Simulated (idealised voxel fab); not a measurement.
The document below concerns the process module designated voxel self aligned contacts.
The figure presents cross-section cut, which has a width of 185 nm and is divided into square cells with an edge length of 5 nm.
Cross-section layout: square cells on a grid; listed as bands, top to bottom; a band spans one or more cell rows. Look at the band entry: it leads with the top's height and the bottom's height in nm. Then it lists the materials left to right, with a width in nm for each. The word "edge to edge" on a single material says that material fills the band edge to edge. The word "air" is empty space. Heads up on the height convention: 0 is the point under which the incoming wafer is all one material, and the lowest band has no bottom, it just keeps going down, like "0 -> down". Think of "30 to 40" as a width that walks from the first number to the second as you go down the band, top row to bottom row, taking equal-sized steps from row to row. It should be understood that the words "changes: none", when stated for a given step, signify that the cross-section underwent no change in any of its cells during that step. "Enclosed void list" enumerates empty spaces isolated from the top, with no open way to it, that contain at least 8 cells, giving each as width x height at distance from the left edge, all three in nm. If you see something after the settings on a step's line, that's the simulator's own remark about that step. Each step line may optionally specify "overlay nm", which for a step with a mask gives the rightward distance between the mask's planned place and where it lay, a negative value indicating the leftward direction.

# The steps planned for the process are as follows
step 1: RECEIVE: material Si
step 2: OXIDIZE: depth nm 5
step 3: DIRECTIONAL_DEP: material polySi, thk nm 25
step 4: DIRECTIONAL_DEP: material SiN, thk nm 25
step 5: DIRECTIONAL_DEP: material aC, thk nm 10
step 6: PATTERN: tone cover, mask id GATE, material resist, width nm 25, pitch nm 65, thk nm 30, overlay nm 0
step 7: DIRECTIONAL_ETCH: etch materials aC, depth nm 10
step 8: STRIP: etch materials resist
step 9: DIRECTIONAL_ETCH: etch materials SiN, depth nm 25
step 10: DIRECTIONAL_ETCH: etch materials polySi, depth nm 25
step 11: STRIP: etch materials aC
step 12: CONFORMAL_DEP: material SiN, thk nm 10
step 13: DIRECTIONAL_ETCH: etch materials SiN, depth nm 10
step 14: FILL_DEP: material SiO2, thk nm 20
step 15: CMP: height nm 60
step 16: MASKED_ETCH: tone open, mask id CONTACT, width nm 50, pitch nm 65, etch materials SiO2, depth nm 65, overlay nm 0
step 17: CONFORMAL_DEP: material TiN, thk nm 5
step 18: FILL_DEP: material W, thk nm 5
step 19: CMP: height nm 60
step 20: CONFORMAL_DEP: material SiCN, thk nm 5

# first wafer, as planned

# As-received state of the wafer in cross-section, equivalent to post-step 1
- 0 -> down | Si edge to edge
- Enclosed void list: none

# Cross-section of the wafer subsequent to step 2
- 0 -> -5 | SiO2 edge to edge
- Rest of section, below -5: as before.

# Cross-section of the wafer subsequent to step 3
- 25 -> 0 | polySi edge to edge
- Rest of section, below 0: as before.

# Cross-section of the wafer subsequent to step 4
- 50 -> 25 | SiN edge to edge
- Rest of section, below 25: as before.

# Cross-section of the wafer subsequent to step 5
- 60 -> 50 | aC edge to edge
- Rest of section, below 50: as before.

# Cross-section of the wafer subsequent to step 6
- 90 -> 60 | 15 of air, 25 of resist, 40 of air, 25 of resist, 40 of air, 25 of resist, 15 of air
- Rest of section, below 60: as before.

# Cross-section of the wafer subsequent to step 7
- 80 -> 60 | 15 of air, 25 of resist, 40 of air, 25 of resist, 40 of air, 25 of resist, 15 of air
- 60 -> 50 | 15 of air, 25 of aC, 40 of air, 25 of aC, 40 of air, 25 of aC, 15 of air
- Rest of section, below 50: as before.

# Cross-section of the wafer subsequent to step 8
- 60 -> 50 | 15 of air, 25 of aC, 40 of air, 25 of aC, 40 of air, 25 of aC, 15 of air
- Rest of section, below 50: as before.

# Cross-section of the wafer subsequent to step 9
- 60 -> 50 | 15 of air, 25 of aC, 40 of air, 25 of aC, 40 of air, 25 of aC, 15 of air
- 50 -> 25 | 15 of air, 25 of SiN, 40 of air, 25 of SiN, 40 of air, 25 of SiN, 15 of air
- Rest of section, below 25: as before.

# Cross-section of the wafer subsequent to step 10
- 60 -> 50 | 15 of air, 25 of aC, 40 of air, 25 of aC, 40 of air, 25 of aC, 15 of air
- 50 -> 25 | 15 of air, 25 of SiN, 40 of air, 25 of SiN, 40 of air, 25 of SiN, 15 of air
- 25 -> 0 | 15 of air, 25 of polySi, 40 of air, 25 of polySi, 40 of air, 25 of polySi, 15 of air
- Rest of section, below 0: as before.

# Cross-section of the wafer subsequent to step 11
- 50 -> 25 | 15 of air, 25 of SiN, 40 of air, 25 of SiN, 40 of air, 25 of SiN, 15 of air
- Rest of section, below 25: as before.

# Cross-section of the wafer subsequent to step 12
- 60 -> 25 | 5 of air, 45 of SiN, 20 of air, 45 of SiN, 20 of air, 45 of SiN, 5 of air
- 25 -> 10 | 5 of air, 10 of SiN, 25 of polySi, 10 of SiN, 20 of air, 10 of SiN, 25 of polySi, 10 of SiN, 20 of air, 10 of SiN, 25 of polySi, 10 of SiN, 5 of air
- 10 -> 0 | 15 of SiN, 25 of polySi, 40 of SiN, 25 of polySi, 40 of SiN, 25 of polySi, 15 of SiN
- Rest of section, below 0: as before.

# Cross-section of the wafer subsequent to step 13
- 50 -> 25 | 5 of air, 45 of SiN, 20 of air, 45 of SiN, 20 of air, 45 of SiN, 5 of air
- 25 -> 0 | 5 of air, 10 of SiN, 25 of polySi, 10 of SiN, 20 of air, 10 of SiN, 25 of polySi, 10 of SiN, 20 of air, 10 of SiN, 25 of polySi, 10 of SiN, 5 of air
- Rest of section, below 0: as before.

# Cross-section of the wafer subsequent to step 14
- 70 -> 50 | SiO2 edge to edge
- 50 -> 25 | 5 of SiO2, 45 of SiN, 20 of SiO2, 45 of SiN, 20 of SiO2, 45 of SiN, 5 of SiO2
- 25 -> 0 | 5 of SiO2, 10 of SiN, 25 of polySi, 10 of SiN, 20 of SiO2, 10 of SiN, 25 of polySi, 10 of SiN, 20 of SiO2, 10 of SiN, 25 of polySi, 10 of SiN, 5 of SiO2
- Rest of section, below 0: as before.

# Cross-section of the wafer subsequent to step 15
- 60 -> 50 | SiO2 edge to edge
- Rest of section, below 50: as before.

# Cross-section of the wafer subsequent to step 16
- 60 -> 50 | 35 of SiO2, 50 of air, 15 of SiO2, 50 of air, 35 of SiO2
- 50 -> 25 | 5 of SiO2, 45 of SiN, 20 of air, 45 of SiN, 20 of air, 45 of SiN, 5 of SiO2
- 25 -> 0 | 5 of SiO2, 10 of SiN, 25 of polySi, 10 of SiN, 20 of air, 10 of SiN, 25 of polySi, 10 of SiN, 20 of air, 10 of SiN, 25 of polySi, 10 of SiN, 5 of SiO2
- 0 -> -5 | 50 of SiO2, 20 of air, 45 of SiO2, 20 of air, 50 of SiO2
- Rest of section, below -5: as before.

# Cross-section of the wafer subsequent to step 17
- 65 -> 60 | 40 of TiN, 40 of air, 25 of TiN, 40 of air, 40 of TiN
- 60 -> 50 | 35 of SiO2, 5 to 20 of TiN, 40 to 10 of air, 5 to 20 of TiN, 15 of SiO2, 5 to 20 of TiN, 40 to 10 of air, 5 to 20 of TiN, 35 of SiO2
- 50 -> 25 | 5 of SiO2, 45 of SiN, 5 of TiN, 10 of air, 5 of TiN, 45 of SiN, 5 of TiN, 10 of air, 5 of TiN, 45 of SiN, 5 of SiO2
- 25 -> 0 | 5 of SiO2, 10 of SiN, 25 of polySi, 10 of SiN, 5 of TiN, 10 of air, 5 of TiN, 10 of SiN, 25 of polySi, 10 of SiN, 5 of TiN, 10 of air, 5 of TiN, 10 of SiN, 25 of polySi, 10 of SiN, 5 of SiO2
- 0 -> -5 | 50 of SiO2, 20 of TiN, 45 of SiO2, 20 of TiN, 50 of SiO2
- Rest of section, below -5: as before.

# Cross-section of the wafer subsequent to step 18
- 70 -> 65 | W edge to edge
- 65 -> 60 | 40 of TiN, 40 of W, 25 of TiN, 40 of W, 40 of TiN
- 60 -> 50 | 35 of SiO2, 5 to 20 of TiN, 40 to 10 of W, 5 to 20 of TiN, 15 of SiO2, 5 to 20 of TiN, 40 to 10 of W, 5 to 20 of TiN, 35 of SiO2
- 50 -> 25 | 5 of SiO2, 45 of SiN, 5 of TiN, 10 of W, 5 of TiN, 45 of SiN, 5 of TiN, 10 of W, 5 of TiN, 45 of SiN, 5 of SiO2
- 25 -> 0 | 5 of SiO2, 10 of SiN, 25 of polySi, 10 of SiN, 5 of TiN, 10 of W, 5 of TiN, 10 of SiN, 25 of polySi, 10 of SiN, 5 of TiN, 10 of W, 5 of TiN, 10 of SiN, 25 of polySi, 10 of SiN, 5 of SiO2
- Rest of section, below 0: as before.

# Cross-section of the wafer subsequent to step 19
- 60 -> 50 | 35 of SiO2, 5 to 20 of TiN, 40 to 10 of W, 5 to 20 of TiN, 15 of SiO2, 5 to 20 of TiN, 40 to 10 of W, 5 to 20 of TiN, 35 of SiO2
- Rest of section, below 50: as before.

# Cross-section of the wafer subsequent to step 20
- 65 -> 60 | SiCN edge to edge
- Rest of section, below 60: as before.

# Notes, second wafer: start = first wafer's, plan = first wafer's, execution had one mistake; history identical to first through step 15

# Cross-section of the second wafer at the time step 16 of the plan should have ended
- 60 -> 50 | 40 of SiO2, 40 of air, 25 of SiO2, 40 of air, 40 of SiO2
- 50 -> 25 | 5 of SiO2, 45 of SiN, 20 of air, 45 of SiN, 20 of air, 45 of SiN, 5 of SiO2
- 25 -> 0 | 5 of SiO2, 10 of SiN, 25 of polySi, 10 of SiN, 20 of air, 10 of SiN, 25 of polySi, 10 of SiN, 20 of air, 10 of SiN, 25 of polySi, 10 of SiN, 5 of SiO2
- 0 -> -5 | 50 of SiO2, 20 of air, 45 of SiO2, 20 of air, 50 of SiO2
- Rest of section, below -5: as before.

# Cross-section of the second wafer at the time step 17 of the plan should have ended
- 65 -> 60 | 45 of TiN, 30 of air, 35 of TiN, 30 of air, 45 of TiN
- 60 -> 50 | 40 of SiO2, 5 to 15 of TiN, 30 to 10 of air, 5 to 15 of TiN, 25 of SiO2, 5 to 15 of TiN, 30 to 10 of air, 5 to 15 of TiN, 40 of SiO2
- 50 -> 25 | 5 of SiO2, 45 of SiN, 5 of TiN, 10 of air, 5 of TiN, 45 of SiN, 5 of TiN, 10 of air, 5 of TiN, 45 of SiN, 5 of SiO2
- 25 -> 0 | 5 of SiO2, 10 of SiN, 25 of polySi, 10 of SiN, 5 of TiN, 10 of air, 5 of TiN, 10 of SiN, 25 of polySi, 10 of SiN, 5 of TiN, 10 of air, 5 of TiN, 10 of SiN, 25 of polySi, 10 of SiN, 5 of SiO2
- 0 -> -5 | 50 of SiO2, 20 of TiN, 45 of SiO2, 20 of TiN, 50 of SiO2
- Rest of section, below -5: as before.

# Cross-section of the second wafer at the time step 18 of the plan should have ended
- 70 -> 65 | W edge to edge
- 65 -> 60 | 45 of TiN, 30 of W, 35 of TiN, 30 of W, 45 of TiN
- 60 -> 50 | 40 of SiO2, 5 to 15 of TiN, 30 to 10 of W, 5 to 15 of TiN, 25 of SiO2, 5 to 15 of TiN, 30 to 10 of W, 5 to 15 of TiN, 40 of SiO2
- 50 -> 25 | 5 of SiO2, 45 of SiN, 5 of TiN, 10 of W, 5 of TiN, 45 of SiN, 5 of TiN, 10 of W, 5 of TiN, 45 of SiN, 5 of SiO2
- 25 -> 0 | 5 of SiO2, 10 of SiN, 25 of polySi, 10 of SiN, 5 of TiN, 10 of W, 5 of TiN, 10 of SiN, 25 of polySi, 10 of SiN, 5 of TiN, 10 of W, 5 of TiN, 10 of SiN, 25 of polySi, 10 of SiN, 5 of SiO2
- Rest of section, below 0: as before.

# Cross-section of the second wafer at the time step 19 of the plan should have ended
- 60 -> 50 | 40 of SiO2, 5 to 15 of TiN, 30 to 10 of W, 5 to 15 of TiN, 25 of SiO2, 5 to 15 of TiN, 30 to 10 of W, 5 to 15 of TiN, 40 of SiO2
- Rest of section, below 50: as before.

# Cross-section of the second wafer at the time step 20 of the plan should have ended
- 65 -> 60 | SiCN edge to edge
- Rest of section, below 60: as before.
what went wrong: note that step 16 departed from the planned setting and was carried out as MASKED_ETCH: tone open, mask id CONTACT, width nm 40, pitch nm 65, etch materials SiO2, depth nm 65, overlay nm 0
Per the end-of-run cell counts, the second wafer holds more or fewer of some materials than the first: SiO2 +8 | TiN -4 | W -4
